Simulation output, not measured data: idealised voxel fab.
process module | voxel local oxidation
cross-section cut | 215 nm wide | cells 5 nm
A cross-section is a grid of square cells, given in bands from the top down. A band is one or more rows of cells.
Each band's line starts with the height of the band's top and of its bottom, in nm. Then come its materials from left to right, each with its width in nm. One material with "throughout" fills the band from edge to edge. "air" is empty space.
Height 0 is the level under which the wafer as received is all one material. The lowest band goes on downwards, as in "0 down".
A width such as "30 to 40" changes by the same amount from each row of cells to the next, from the band's top row to its bottom row.
"no change" after a step means that no cell of the cross-section changed.
closed voids: empty space of 8 cells or more with no open way to the top, each as width x height at its distance from the left edge, in nm
after a step's settings: what the simulator itself notes on the step
overlay nm, on a step with a mask: how far to the right of its planned place the mask lay; to the left if negative
plan
1 op RECEIVE | material Si
2 op CONFORMAL_DEP | material SiO2 | thk nm 5
3 op CONFORMAL_DEP | material SiN | thk nm 10
4 op MASKED_ETCH | tone cover | mask id ACTIVE | width nm 90 | etch materials SiN | depth nm 10 | overlay nm 0
5 op SELECTIVE_ETCH | etch materials SiO2 | depth nm 5
6 op OXIDIZE | depth nm 10
7 op STRIP | etch materials SiN
as received, after step 1
  0 down: Si throughout
  closed voids: none
a wafer at the end: this start, this plan, one mistake
  5 to 0: air 70 | SiO2 75 | air 70
  0 to -10: SiO2 80 | Si 55 | SiO2 80
  -10 down: Si throughout
  closed voids: none
what went wrong: step 4 ran as: op MASKED_ETCH | tone cover | mask id ACTIVE | width nm 85 | etch materials SiN | depth nm 10 | overlay nm 0
